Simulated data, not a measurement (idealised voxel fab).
Documented hereafter: the process module known as voxel wiring stack.
The cross-section on display is named cut; it measures 215 nm wide, and its cells are 5 nm squares.
Each cross-section below is a grid of square cells, stated as bands in top-down order, with one or more rows of cells making up each band.
Top, bottom (nm), then materials left to right with widths (nm); lone material tagged "everywhere" fills the whole band edge to edge; "blank" = empty space.
Counting heights begins at 0, where everything beneath is, in the wafer as received, one material. The lowest band has no bottom; it goes on downwards, as "z 0 and below" shows.
Graded width ("30..40"): value in top row of band = first number; value in bottom row = second number; row-to-row change constant.
Reading "nothing altered" for a step: not a cell of the cross-section changed in it.
"Entrapped void list" contains a list of empty spaces, each no smaller than 8 cells and without an open way to the top, written in the form width x height at distance with the distance from the left edge and all three in nm.
If you see something after the settings on a step's line, that's the simulator's own remark about that step.
The setting "overlay nm" may be written on the line of a step. When the step uses a mask, the value reports how far to the right of the planned place the mask lay, and a negative value reports that it lay to the left.

Process steps foreseen in the plan:
1) RECEIVE,material Si
2) CONFORMAL_DEP,material SiO2,thk nm 15
3) DIRECTIONAL_DEP,material TiN,thk nm 5
4) DIRECTIONAL_DEP,material Ru,thk nm 25
5) PATTERN,tone cover,mask id METAL_1,material resist,width nm 25,pitch nm 45,thk nm 20,overlay nm 0
6) DIRECTIONAL_ETCH,etch materials Ru,depth nm 25
7) DIRECTIONAL_ETCH,etch materials TiN,depth nm 5
8) STRIP,etch materials resist
9) FILL_DEP,material lowk,thk nm 5
10) CMP,height nm 45
11) CONFORMAL_DEP,material SiCN,thk nm 5
12) DIRECTIONAL_DEP,material lowk,thk nm 20
13) PATTERN,tone open,mask id PLUG_1,material resist,width nm 15,pitch nm 45,thk nm 20,overlay nm 0
14) DIRECTIONAL_ETCH,etch materials lowk,depth nm 20
15) DIRECTIONAL_ETCH,etch materials SiCN,depth nm 5
16) STRIP,etch materials resist
17) EPI,material Ru,thk nm 10
18) EPI,material Ru,thk nm 10
19) EPI,material Ru,thk nm 5
20) DIRECTIONAL_DEP,material TiN,thk nm 5
21) DIRECTIONAL_DEP,material W,thk nm 15
22) PATTERN,tone cover,mask id METAL_2,material resist,width nm 25,pitch nm 45,thk nm 15,overlay nm 0
23) DIRECTIONAL_ETCH,etch materials W,depth nm 15
24) DIRECTIONAL_ETCH,etch materials TiN,depth nm 5
25) STRIP,etch materials resist
26) CONFORMAL_DEP,material SiN,thk nm 5
27) FILL_DEP,material SiO2,thk nm 5
28) CMP,height nm 90
29) CONFORMAL_DEP,material SiN,thk nm 5
Heads up: all these wafers start the same, and what changes between them is the width nm in step 13. The value you see in the plan is just what the first wafer got.

The as-received cross-section of the first of several wafers corresponds to the state after step 1:
    z 0 and below  Si everywhere
    Entrapped void list: none

First wafer at the end, after step 29:
    z 95 to 90  SiN everywhere
    z 90 to 75  SiO2=45  SiN=5  W=25  SiN=5  SiO2=10  SiN=5  W=25  SiN=5  SiO2=10  SiN=5  W=25  SiN=5  SiO2=45
    z 75 to 70  SiN=50  TiN=25  SiN=20  TiN=25  SiN=20  TiN=25  SiN=50
    z 70 to 50  lowk=50  Ru=15  lowk=30  Ru=15  lowk=30  Ru=15  lowk=60
    z 50 to 45  SiCN=50  Ru=15  SiCN=30  Ru=15  SiCN=30  Ru=15  SiCN=60
    z 45 to 20  lowk=50  Ru=25  lowk=20  Ru=25  lowk=20  Ru=25  lowk=50
    z 20 to 15  lowk=50  TiN=25  lowk=20  TiN=25  lowk=20  TiN=25  lowk=50
    z 15 to 0  SiO2 everywhere
    z 0 and below  Si everywhere
    Entrapped void list: none

Last-wafer cross-section at the end of the module:
    z 95 to 90  SiN everywhere
    z 90 to 75  SiO2=45  SiN=5  W=25  SiN=5  SiO2=10  SiN=5  W=25  SiN=5  SiO2=10  SiN=5  W=25  SiN=5  SiO2=45
    z 75 to 70  SiN=50  TiN=25  SiN=20  TiN=25  SiN=20  TiN=25  SiN=50
    z 70 to 50  lowk=45  Ru=30  lowk=15  Ru=30  lowk=15  Ru=30  lowk=50
    z 50 to 45  SiCN=45  Ru=30  SiCN=15  Ru=30  SiCN=15  Ru=30  SiCN=50
    z 45 to 20  lowk=50  Ru=25  lowk=20  Ru=25  lowk=20  Ru=25  lowk=50
    z 20 to 15  lowk=50  TiN=25  lowk=20  TiN=25  lowk=20  TiN=25  lowk=50
    z 15 to 0  SiO2 everywhere
    z 0 and below  Si everywhere
    Entrapped void list: none

End of module, by wafer: material-by-material cell gain (+) or loss (-) since receipt, then closed voids:
width nm 15, +120 Ru, +34 SiCN, +89 SiN, +195 SiO2, +30 TiN, +45 W, +304 lowk, Entrapped void list: none
width nm 20, +135 Ru, +31 SiCN, +89 SiN, +195 SiO2, +30 TiN, +45 W, +292 lowk, Entrapped void list: none
width nm 25, +150 Ru, +28 SiCN, +89 SiN, +195 SiO2, +30 TiN, +45 W, +280 lowk, Entrapped void list: none
width nm 30, +165 Ru, +25 SiCN, +89 SiN, +195 SiO2, +30 TiN, +45 W, +268 lowk, Entrapped void list: none
